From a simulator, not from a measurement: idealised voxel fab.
process module | voxel wiring stack
cross-section cut | 210 nm wide | cells 5 nm
A cross-section is a grid of square cells, given in bands from the top down. A band is one or more rows of cells.
Each band's line starts with the height of the band's top and of its bottom, in nm. Then come its materials from left to right, each with its width in nm. One material with "throughout" fills the band from edge to edge. "air" is empty space.
Height 0 is the level under which the wafer as received is all one material. The lowest band goes on downwards, as in "0 down".
A width such as "30 to 40" changes by the same amount from each row of cells to the next, from the band's top row to its bottom row.
"no change" after a step means that no cell of the cross-section changed.
closed voids: empty space of 8 cells or more with no open way to the top, each as width x height at its distance from the left edge, in nm
after a step's settings: what the simulator itself notes on the step
overlay nm, on a step with a mask: how far to the right of its planned place the mask lay; to the left if negative
plan
1 op RECEIVE | material Si
2 op CONFORMAL_DEP | material SiO2 | thk nm 10
3 op CONFORMAL_DEP | material SiN | thk nm 5
4 op DIRECTIONAL_DEP | material lowk | thk nm 25
5 op DIRECTIONAL_DEP | material aC | thk nm 15
6 op PATTERN | tone open | mask id METAL_1 | material resist | width nm 30 | pitch nm 45 | thk nm 30 | overlay nm 0
7 op DIRECTIONAL_ETCH | etch materials aC | depth nm 15
8 op STRIP | etch materials resist
9 op DIRECTIONAL_ETCH | etch materials lowk | depth nm 25
10 op DIRECTIONAL_ETCH | etch materials SiN | depth nm 5
11 op STRIP | etch materials aC
12 op CONFORMAL_DEP | material TiN | thk nm 5
13 op FILL_DEP | material Cu | thk nm 5
14 op CMP | height nm 40
15 op CONFORMAL_DEP | material SiCN | thk nm 5
16 op DIRECTIONAL_DEP | material lowk | thk nm 35
17 op DIRECTIONAL_DEP | material aC | thk nm 15
18 op PATTERN | tone open | mask id METAL_2_HOLES | material resist | width nm 15 | thk nm 35 | overlay nm 0
19 op DIRECTIONAL_ETCH | etch materials aC | depth nm 15
20 op STRIP | etch materials resist
21 op DIRECTIONAL_ETCH | etch materials lowk | depth nm 35
22 op STRIP | etch materials aC
23 op DIRECTIONAL_DEP | material aC | thk nm 15
24 op PATTERN | tone open | mask id METAL_2 | material resist | width nm 30 | pitch nm 45 | thk nm 30 | overlay nm 0
25 op DIRECTIONAL_ETCH | etch materials aC | depth nm 15
26 op STRIP | etch materials resist
27 op DIRECTIONAL_ETCH | etch materials lowk | depth nm 20
28 op DIRECTIONAL_ETCH | etch materials SiCN | depth nm 5
29 op STRIP | etch materials aC
30 op CONFORMAL_DEP | material TiN | thk nm 5
31 op FILL_DEP | material Cu | thk nm 5
32 op CMP | height nm 80
33 op CONFORMAL_DEP | material SiCN | thk nm 5
34 op DIRECTIONAL_DEP | material SiO2 | thk nm 15
35 op MASKED_ETCH | tone open | mask id PLUG_2 | width nm 15 | etch materials SiO2 | depth nm 15 | overlay nm 0
36 op MASKED_ETCH | tone open | mask id PLUG_2 | width nm 15 | etch materials SiCN | depth nm 5 | overlay nm 0
37 op EPI | material Ru | thk nm 10
38 op EPI | material Ru | thk nm 10
39 op CONFORMAL_DEP | material SiN | thk nm 5
40 op DIRECTIONAL_DEP | material lowk | thk nm 20
41 op PATTERN | tone open | mask id METAL_3 | material resist | width nm 30 | pitch nm 45 | thk nm 20 | overlay nm 0
42 op DIRECTIONAL_ETCH | etch materials lowk | depth nm 20
43 op DIRECTIONAL_ETCH | etch materials SiN | depth nm 5
44 op STRIP | etch materials resist
45 op CONFORMAL_DEP | material TiN | thk nm 5
46 op FILL_DEP | material W | thk nm 5
47 op CMP | height nm 125
48 op CONFORMAL_DEP | material SiCN | thk nm 5
as received, after step 1
  0 down: Si throughout
  closed voids: none
first wafer at the end, as planned
  130 to 125: SiCN throughout
  125 to 105: lowk 65 | TiN 5 | W 20 | TiN 5 | lowk 15 | TiN 5 | W 20 | TiN 5 | lowk 70
  105 to 100: SiN 65 | TiN 30 | SiN 15 | TiN 30 | SiN 70
  100 to 85: SiO2 65 | Ru 15 | SiO2 130
  85 to 80: SiCN 65 | Ru 15 | SiCN 130
  80 to 65: lowk 65 | TiN 5 | Cu 20 | TiN 5 | lowk 15 | TiN 5 | Cu 20 | TiN 5 | lowk 70
  65 to 60: lowk 65 | TiN 5 | Cu 5 | TiN 20 | lowk 15 | TiN 30 | lowk 70
  60 to 45: lowk 65 | TiN 5 | Cu 5 | TiN 5 | lowk 130
  45 to 40: SiCN 65 | TiN 15 | SiCN 130
  40 to 15: lowk 65 | TiN 5 | Cu 20 | TiN 5 | lowk 15 | TiN 5 | Cu 20 | TiN 5 | lowk 70
  15 to 10: SiN 65 | TiN 30 | SiN 15 | TiN 30 | SiN 70
  10 to 0: SiO2 throughout
  0 down: Si throughout
  closed voids: none
second wafer at the end: like start, like plan, one mistake
  130 to 125: SiCN throughout
  125 to 115: lowk 65 | TiN 5 | W 20 | TiN 5 | lowk 15 | TiN 5 | W 20 | TiN 5 | lowk 70
  115 to 110: lowk 50 | SiN 15 | TiN 30 | lowk 15 | TiN 5 | W 20 | TiN 5 | lowk 70
  110 to 105: lowk 50 | SiN 5 | Ru 35 | SiN 5 | lowk 15 | TiN 5 | W 20 | TiN 5 | lowk 70
  105 to 100: SiN 55 | Ru 35 | SiN 20 | TiN 30 | SiN 70
  100 to 85: SiO2 65 | Ru 15 | SiO2 130
  85 to 80: SiCN 65 | Ru 15 | SiCN 130
  80 to 65: lowk 65 | TiN 5 | Cu 20 | TiN 5 | lowk 15 | TiN 5 | Cu 20 | TiN 5 | lowk 70
  65 to 60: lowk 65 | TiN 5 | Cu 5 | TiN 20 | lowk 15 | TiN 30 | lowk 70
  60 to 45: lowk 65 | TiN 5 | Cu 5 | TiN 5 | lowk 130
  45 to 40: SiCN 65 | TiN 15 | SiCN 130
  40 to 15: lowk 65 | TiN 5 | Cu 20 | TiN 5 | lowk 15 | TiN 5 | Cu 20 | TiN 5 | lowk 70
  15 to 10: SiN 65 | TiN 30 | SiN 15 | TiN 30 | SiN 70
  10 to 0: SiO2 throughout
  0 down: Si throughout
  closed voids: none
what went wrong: one of the steps 37 and 38, which are alike, was run twice
at the end the second wafer has, in cells: 14 more of Ru | 4 more of SiN | 4 fewer of TiN | 8 fewer of W | 6 fewer of lowk
